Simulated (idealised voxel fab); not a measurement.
The following process module bears the name voxel transistor to metal.
The cross-section shown here is cut; it is 165 nm wide and divided into square cells measuring 5 nm on a side.
Think of the cross-section as a grid of square cells. We describe it in bands, top to bottom, and each band covers one or more rows of those cells.
In this notation a band is specified by the heights of its top and bottom, in that order and in nm, after which its materials appear from left to right, each paired with its width in nm. The word "throughout" attached to a single material means that material fills the band from edge to edge; the word "blank" stands for empty space.
The reference from which all heights are counted is 0, the level beneath which the as-received wafer is entirely one material; the lowest band, having no lower bound, proceeds downward and is written after the example "top 0, no bottom".
When a width is written as two numbers, as in "30 to 40", the first number is the width in the top row of cells of the band and the second is the width in its bottom row, and the width changes by the same amount from each row to the next.
Basically "everything unchanged" means that step didn't change any cell in the cross-section.
"Voids, enclosed": empty spaces of 8 cells or more with no open way to the top, each given as width x height at distance, distance from the left edge, all in nm.
Read whatever lies past the settings on a step's line as the simulator's own remark about the step.
overlay nm, on a step with a mask: how far to the right of its planned place the mask lay; to the left if negative
The steps planned for the process are as follows
1: RECEIVE with material Si
2: CONFORMAL_DEP with material SiO2, thk nm 5
3: CONFORMAL_DEP with material SiN, thk nm 10
4: DIRECTIONAL_DEP with material aC, thk nm 15
5: PATTERN with tone cover, mask id ACTIVE, material resist, width nm 95, thk nm 30, overlay nm 0
6: DIRECTIONAL_ETCH with etch materials aC, depth nm 15
7: STRIP with etch materials resist
8: DIRECTIONAL_ETCH with etch materials SiN, depth nm 10
9: DIRECTIONAL_ETCH with etch materials SiO2, depth nm 5
10: DIRECTIONAL_ETCH with etch materials Si, depth nm 20
11: STRIP with etch materials aC
12: OXIDIZE with depth nm 5
13: FILL_DEP with material SiO2, thk nm 15
14: CMP with height nm 15
15: SELECTIVE_ETCH with etch materials SiO2, depth nm 5
16: STRIP with etch materials SiN
17: SELECTIVE_ETCH with etch materials SiO2, depth nm 5
18: OXIDIZE with depth nm 5
19: DIRECTIONAL_DEP with material polySi, thk nm 20
20: DIRECTIONAL_DEP with material SiCN, thk nm 15
21: PATTERN with tone cover, mask id GATE, material resist, width nm 15, thk nm 20, overlay nm 0
22: DIRECTIONAL_ETCH with etch materials SiCN, depth nm 25
23: DIRECTIONAL_ETCH with etch materials polySi, depth nm 30
24: STRIP with etch materials resist
25: CONFORMAL_DEP with material SiN, thk nm 5
26: DIRECTIONAL_ETCH with etch materials SiN, depth nm 5
27: DIRECTIONAL_ETCH with etch materials SiO2, depth nm 5
28: EPI with material SiGe, thk nm 5
29: FILL_DEP with material SiO2, thk nm 10
30: CMP with height nm 35
31: DIRECTIONAL_DEP with material SiO2, thk nm 10
32: PATTERN with tone open, mask id CONTACT, material resist, width nm 20, pitch nm 65, thk nm 15, overlay nm 0
33: DIRECTIONAL_ETCH with etch materials SiO2, depth nm 45
34: STRIP with etch materials resist
35: CONFORMAL_DEP with material TiN, thk nm 5
36: FILL_DEP with material Ru, thk nm 5
37: CMP with height nm 45
38: DIRECTIONAL_DEP with material TiN, thk nm 5
39: DIRECTIONAL_DEP with material Ru, thk nm 20
40: MASKED_ETCH with tone cover, mask id METAL_1, width nm 20, pitch nm 65, etch materials Ru, depth nm 20, overlay nm 0
41: MASKED_ETCH with tone cover, mask id METAL_1, width nm 20, pitch nm 65, etch materials TiN, depth nm 5, overlay nm 0
42: FILL_DEP with material SiO2, thk nm 10
43: CMP with height nm 70
44: CONFORMAL_DEP with material SiN, thk nm 5
First out of two wafers; run went to plan
Incoming wafer in cross-section (state: after step 1)
- top 0, no bottom: Si throughout
- Voids, enclosed: none
Presented here is a cross-section of the wafer after step 2 has been performed
- top 5, bottom 0: SiO2 throughout
- Below 0, no change.
Presented here is a cross-section of the wafer after step 3 has been performed
- top 15, bottom 5: SiN throughout
- Below 5, no change.
Presented here is a cross-section of the wafer after step 4 has been performed
- top 30, bottom 15: aC throughout
- Below 15, no change.
Presented here is a cross-section of the wafer after step 5 has been performed
- top 60, bottom 30: blank 35; resist 95; blank 35
- Below 30, no change.
Presented here is a cross-section of the wafer after step 6 has been performed
- top 45, bottom 30: blank 35; resist 95; blank 35
- top 30, bottom 15: blank 35; aC 95; blank 35
- Below 15, no change.
Presented here is a cross-section of the wafer after step 7 has been performed
- top 30, bottom 15: blank 35; aC 95; blank 35
- Below 15, no change.
Presented here is a cross-section of the wafer after step 8 has been performed
- top 30, bottom 15: blank 35; aC 95; blank 35
- top 15, bottom 5: blank 35; SiN 95; blank 35
- Below 5, no change.
Presented here is a cross-section of the wafer after step 9 has been performed
- top 30, bottom 15: blank 35; aC 95; blank 35
- top 15, bottom 5: blank 35; SiN 95; blank 35
- top 5, bottom 0: blank 35; SiO2 95; blank 35
- Below 0, no change.
Presented here is a cross-section of the wafer after step 10 has been performed
- top 30, bottom 15: blank 35; aC 95; blank 35
- top 15, bottom 5: blank 35; SiN 95; blank 35
- top 5, bottom 0: blank 35; SiO2 95; blank 35
- top 0, bottom -20: blank 35; Si 95; blank 35
- Below -20, no change.
Presented here is a cross-section of the wafer after step 11 has been performed
- top 15, bottom 5: blank 35; SiN 95; blank 35
- Below 5, no change.
Presented here is a cross-section of the wafer after step 12 has been performed
- top 15, bottom 5: blank 35; SiN 95; blank 35
- top 5, bottom 0: blank 35; SiO2 95; blank 35
- top 0, bottom -20: blank 35; SiO2 5; Si 85; SiO2 5; blank 35
- top -20, bottom -25: SiO2 40; Si 85; SiO2 40
- Below -25, no change.
Presented here is a cross-section of the wafer after step 13 has been performed
- top 30, bottom 15: SiO2 throughout
- top 15, bottom 5: SiO2 35; SiN 95; SiO2 35
- top 5, bottom 0: SiO2 throughout
- top 0, bottom -25: SiO2 40; Si 85; SiO2 40
- Below -25, no change.
Presented here is a cross-section of the wafer after step 14 has been performed
- top 15, bottom 5: SiO2 35; SiN 95; SiO2 35
- Below 5, no change.
Presented here is a cross-section of the wafer after step 15 has been performed
- top 15, bottom 10: blank 35; SiN 95; blank 35
- Below 10, no change.
Presented here is a cross-section of the wafer after step 16 has been performed
- top 10, bottom 5: SiO2 35; blank 95; SiO2 35
- Below 5, no change.
Presented here is a cross-section of the wafer after step 17 has been performed
- top 5, bottom 0: SiO2 30; blank 105; SiO2 30
- Below 0, no change.
Presented here is a cross-section of the wafer after step 18 has been performed
- top 5, bottom 0: SiO2 30; blank 105; SiO2 30
- top 0, bottom -5: SiO2 throughout
- Below -5, no change.
Presented here is a cross-section of the wafer after step 19 has been performed
- top 25, bottom 20: polySi 30; blank 105; polySi 30
- top 20, bottom 5: polySi throughout
- top 5, bottom 0: SiO2 30; polySi 105; SiO2 30
- Below 0, no change.
Presented here is a cross-section of the wafer after step 20 has been performed
- top 40, bottom 35: SiCN 30; blank 105; SiCN 30
- top 35, bottom 25: SiCN throughout
- top 25, bottom 20: polySi 30; SiCN 105; polySi 30
- Below 20, no change.
Presented here is a cross-section of the wafer after step 21 has been performed
- top 60, bottom 40: blank 75; resist 15; blank 75
- top 40, bottom 35: SiCN 30; blank 45; resist 15; blank 45; SiCN 30
- Below 35, no change.
Presented here is a cross-section of the wafer after step 22 has been performed
- top 60, bottom 35: blank 75; resist 15; blank 75
- top 35, bottom 25: blank 75; SiCN 15; blank 75
- top 25, bottom 20: polySi 30; blank 45; SiCN 15; blank 45; polySi 30
- Below 20, no change.
Presented here is a cross-section of the wafer after step 23 has been performed
- top 60, bottom 35: blank 75; resist 15; blank 75
- top 35, bottom 20: blank 75; SiCN 15; blank 75
- top 20, bottom 5: blank 75; polySi 15; blank 75
- top 5, bottom 0: SiO2 30; blank 45; polySi 15; blank 45; SiO2 30
- Below 0, no change.
Presented here is a cross-section of the wafer after step 24 has been performed
- top 35, bottom 20: blank 75; SiCN 15; blank 75
- Below 20, no change.
Presented here is a cross-section of the wafer after step 25 has been performed
- top 40, bottom 35: blank 70; SiN 25; blank 70
- top 35, bottom 20: blank 70; SiN 5; SiCN 15; SiN 5; blank 70
- top 20, bottom 10: blank 70; SiN 5; polySi 15; SiN 5; blank 70
- top 10, bottom 5: SiN 35; blank 35; SiN 5; polySi 15; SiN 5; blank 35; SiN 35
- top 5, bottom 0: SiO2 30; SiN 45; polySi 15; SiN 45; SiO2 30
- Below 0, no change.
Presented here is a cross-section of the wafer after step 26 has been performed
- top 35, bottom 20: blank 70; SiN 5; SiCN 15; SiN 5; blank 70
- top 20, bottom 5: blank 70; SiN 5; polySi 15; SiN 5; blank 70
- top 5, bottom 0: SiO2 30; SiN 5; blank 35; SiN 5; polySi 15; SiN 5; blank 35; SiN 5; SiO2 30
- Below 0, no change.
Presented here is a cross-section of the wafer after step 27 has been performed
- top 35, bottom 20: blank 70; SiN 5; SiCN 15; SiN 5; blank 70
- top 20, bottom 5: blank 70; SiN 5; polySi 15; SiN 5; blank 70
- top 5, bottom 0: blank 30; SiN 5; blank 35; SiN 5; polySi 15; SiN 5; blank 35; SiN 5; blank 30
- top 0, bottom -5: SiO2 35; blank 35; SiO2 25; blank 35; SiO2 35
- Below -5, no change.
Presented here is a cross-section of the wafer after step 28 has been performed
- top 35, bottom 20: blank 70; SiN 5; SiCN 15; SiN 5; blank 70
- top 20, bottom 5: blank 70; SiN 5; polySi 15; SiN 5; blank 70
- top 5, bottom 0: blank 30; SiN 5; blank 35; SiN 5; polySi 15; SiN 5; blank 35; SiN 5; blank 30
- top 0, bottom -5: SiO2 35; SiGe 35; SiO2 25; SiGe 35; SiO2 35
- Below -5, no change.
Presented here is a cross-section of the wafer after step 29 has been performed
- top 45, bottom 35: SiO2 throughout
- top 35, bottom 20: SiO2 70; SiN 5; SiCN 15; SiN 5; SiO2 70
- top 20, bottom 5: SiO2 70; SiN 5; polySi 15; SiN 5; SiO2 70
- top 5, bottom 0: SiO2 30; SiN 5; SiO2 35; SiN 5; polySi 15; SiN 5; SiO2 35; SiN 5; SiO2 30
- Below 0, no change.
Presented here is a cross-section of the wafer after step 30 has been performed
- top 35, bottom 20: SiO2 70; SiN 5; SiCN 15; SiN 5; SiO2 70
- Below 20, no change.
Presented here is a cross-section of the wafer after step 31 has been performed
- top 45, bottom 35: SiO2 throughout
- Below 35, no change.
Presented here is a cross-section of the wafer after step 32 has been performed
- top 60, bottom 45: resist 40; blank 20; resist 45; blank 20; resist 40
- Below 45, no change.
Presented here is a cross-section of the wafer after step 33 has been performed
- top 60, bottom 45: resist 40; blank 20; resist 45; blank 20; resist 40
- top 45, bottom 35: SiO2 40; blank 20; SiO2 45; blank 20; SiO2 40
- top 35, bottom 20: SiO2 40; blank 20; SiO2 10; SiN 5; SiCN 15; SiN 5; SiO2 10; blank 20; SiO2 40
- top 20, bottom 5: SiO2 40; blank 20; SiO2 10; SiN 5; polySi 15; SiN 5; SiO2 10; blank 20; SiO2 40
- top 5, bottom 0: SiO2 30; SiN 5; SiO2 5; blank 20; SiO2 10; SiN 5; polySi 15; SiN 5; SiO2 10; blank 20; SiO2 5; SiN 5; SiO2 30
- Below 0, no change.
Presented here is a cross-section of the wafer after step 34 has been performed
- top 45, bottom 35: SiO2 40; blank 20; SiO2 45; blank 20; SiO2 40
- Below 35, no change.
Presented here is a cross-section of the wafer after step 35 has been performed
- top 50, bottom 45: TiN 45; blank 10; TiN 55; blank 10; TiN 45
- top 45, bottom 35: SiO2 40; TiN 5; blank 10; TiN 5; SiO2 45; TiN 5; blank 10; TiN 5; SiO2 40
- top 35, bottom 20: SiO2 40; TiN 5; blank 10; TiN 5; SiO2 10; SiN 5; SiCN 15; SiN 5; SiO2 10; TiN 5; blank 10; TiN 5; SiO2 40
- top 20, bottom 5: SiO2 40; TiN 5; blank 10; TiN 5; SiO2 10; SiN 5; polySi 15; SiN 5; SiO2 10; TiN 5; blank 10; TiN 5; SiO2 40
- top 5, bottom 0: SiO2 30; SiN 5; SiO2 5; TiN 20; SiO2 10; SiN 5; polySi 15; SiN 5; SiO2 10; TiN 20; SiO2 5; SiN 5; SiO2 30
- Below 0, no change.
Presented here is a cross-section of the wafer after step 36 has been performed
- top 55, bottom 50: Ru throughout
- top 50, bottom 45: TiN 45; Ru 10; TiN 55; Ru 10; TiN 45
- top 45, bottom 35: SiO2 40; TiN 5; Ru 10; TiN 5; SiO2 45; TiN 5; Ru 10; TiN 5; SiO2 40
- top 35, bottom 20: SiO2 40; TiN 5; Ru 10; TiN 5; SiO2 10; SiN 5; SiCN 15; SiN 5; SiO2 10; TiN 5; Ru 10; TiN 5; SiO2 40
- top 20, bottom 5: SiO2 40; TiN 5; Ru 10; TiN 5; SiO2 10; SiN 5; polySi 15; SiN 5; SiO2 10; TiN 5; Ru 10; TiN 5; SiO2 40
- Below 5, no change.
Presented here is a cross-section of the wafer after step 37 has been performed
- top 45, bottom 35: SiO2 40; TiN 5; Ru 10; TiN 5; SiO2 45; TiN 5; Ru 10; TiN 5; SiO2 40
- Below 35, no change.
Presented here is a cross-section of the wafer after step 38 has been performed
- top 50, bottom 45: TiN throughout
- Below 45, no change.
Presented here is a cross-section of the wafer after step 39 has been performed
- top 70, bottom 50: Ru throughout
- Below 50, no change.
Presented here is a cross-section of the wafer after step 40 has been performed
- top 70, bottom 50: blank 40; Ru 20; blank 45; Ru 20; blank 40
- Below 50, no change.
Presented here is a cross-section of the wafer after step 41 has been performed
- top 70, bottom 50: blank 40; Ru 20; blank 45; Ru 20; blank 40
- top 50, bottom 45: blank 40; TiN 20; blank 45; TiN 20; blank 40
- Below 45, no change.
Presented here is a cross-section of the wafer after step 42 has been performed
- top 80, bottom 70: SiO2 throughout
- top 70, bottom 50: SiO2 40; Ru 20; SiO2 45; Ru 20; SiO2 40
- top 50, bottom 45: SiO2 40; TiN 20; SiO2 45; TiN 20; SiO2 40
- Below 45, no change.
Presented here is a cross-section of the wafer after step 43 has been performed
- top 70, bottom 50: SiO2 40; Ru 20; SiO2 45; Ru 20; SiO2 40
- Below 50, no change.
Presented here is a cross-section of the wafer after step 44 has been performed
- top 75, bottom 70: SiN throughout
- Below 70, no change.
The second wafer was prepared from the same starting point and under the same plan as the first; its processing contained one mistake, and it remains indistinguishable from the first wafer up to and including step 38
Cross-section of the second wafer at the time by which step 39 should have been completed according to the plan
- top 65, bottom 50: Ru throughout
- Below 50, no change.
Cross-section of the second wafer at the time by which step 40 should have been completed according to the plan
- top 65, bottom 50: blank 40; Ru 20; blank 45; Ru 20; blank 40
- Below 50, no change.
Cross-section of the second wafer at the time by which step 41 should have been completed according to the plan
- top 65, bottom 50: blank 40; Ru 20; blank 45; Ru 20; blank 40
- top 50, bottom 45: blank 40; TiN 20; blank 45; TiN 20; blank 40
- Below 45, no change.
Cross-section of the second wafer at the time by which step 42 should have been completed according to the plan
- top 75, bottom 65: SiO2 throughout
- top 65, bottom 50: SiO2 40; Ru 20; SiO2 45; Ru 20; SiO2 40
- top 50, bottom 45: SiO2 40; TiN 20; SiO2 45; TiN 20; SiO2 40
- Below 45, no change.
Cross-section of the second wafer at the time by which step 43 should have been completed according to the plan
- top 70, bottom 65: SiO2 throughout
- Below 65, no change.
Cross-section of the second wafer at the time by which step 44 should have been completed according to the plan
- top 75, bottom 70: SiN throughout
- Below 70, no change.
What was done differently from what was planned? step 39 went in with a setting other than planned; the actual run was DIRECTIONAL_DEP with material Ru, thk nm 15
at the end the second wafer has, in cells: Ru -8, SiO2 +8
